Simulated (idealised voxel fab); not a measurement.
Documented hereafter: the process module known as voxel spacer lines.
We display cut, a cross-section 255 nm in width whose square cells are each 5 nm.
How to read a cross-section here: the picture is a grid of square cells, written as bands going from the top down, and any band can span one or more rows of cells. Read a band's entry like this: the first values are the height of its top and the height of its bottom in nm, and what follows is the sequence of materials from left to right, each with its width in nm. Note that "empty" is empty space, and that a single material marked "throughout" reaches across the band from edge to edge. The reference from which all heights are counted is 0, the level beneath which the as-received wafer is entirely one material; the lowest band, having no lower bound, proceeds downward and is written after the example "top 0, no bottom". Per-row width for "30->40": begins at first number (top row of band), ends at second number (bottom row), increment between rows held constant. You'll sometimes find "no modification" written for a step, and that's the way of saying that nowhere in the cross-section did a cell change during that step. "Voids, fully enclosed" means: voids of 8 cells or more that are shut off from the top with no open way through. Written width x height at distance, distance from the left edge, in nm. If you see something after the settings on a step's line, that's the simulator's own remark about that step. Steps that use a mask can have "overlay nm" on their line. It says how far the mask sat to the right of where it was meant to be. Negative means to the left.
# Planned process steps
1. RECEIVE (material Si)
2. CONFORMAL_DEP (material Al2O3; thk nm 10)
3. DIRECTIONAL_DEP (material polySi; thk nm 15)
4. DIRECTIONAL_DEP (material aC; thk nm 20)
5. PATTERN (tone cover; mask id MANDREL; material resist; width nm 25; pitch nm 70; thk nm 25; overlay nm 0)
6. DIRECTIONAL_ETCH (etch materials aC; depth nm 20)
7. STRIP (etch materials resist)
8. CONFORMAL_DEP (material SiO2; thk nm 5)
9. DIRECTIONAL_ETCH (etch materials SiO2; depth nm 10)
10. STRIP (etch materials aC)
11. DIRECTIONAL_ETCH (etch materials polySi; depth nm 15)
12. STRIP (etch materials SiO2)
13. FILL_DEP (material lowk; thk nm 10)
14. CMP (height nm 25)
Quick note for whoever runs this: the wafers start identical, but the thk nm at step 8 isn't the same across them. The plan just shows what the first wafer had.
# As-received cross-section, first of several wafers, post step 1
* top 0, no bottom  Si throughout
* Voids, fully enclosed: none
# Quick look at the cross-section of the first of several wafers after step 14, which wraps up the module
* top 25, bottom 10  75 lowk, 5 polySi, 25 lowk, 5 polySi, 35 lowk, 5 polySi, 25 lowk, 5 polySi, 75 lowk
* top 10, bottom 0  Al2O3 throughout
* top 0, no bottom  Si throughout
* Voids, fully enclosed: none
# Cross-sectional view of the final wafer of several at the module's end
* top 25, bottom 10  polySi throughout
* top 10, bottom 0  Al2O3 throughout
* top 0, no bottom  Si throughout
* Voids, fully enclosed: none
# For your reference, the table is organized with a row per wafer; each row reflects the wafer at the end of the module, indicating for each material the cells gained (+) or lost (-) since receipt, and thereafter its closed voids
thk nm 5; +102 Al2O3; +141 lowk; +12 polySi; Voids, fully enclosed: none
thk nm 10; +102 Al2O3; +129 lowk; +24 polySi; Voids, fully enclosed: none
thk nm 15; +102 Al2O3; +153 polySi; Voids, fully enclosed: none
thk nm 20; +102 Al2O3; +153 polySi; Voids, fully enclosed: none
thk nm 25; +102 Al2O3; +153 polySi; Voids, fully enclosed: none
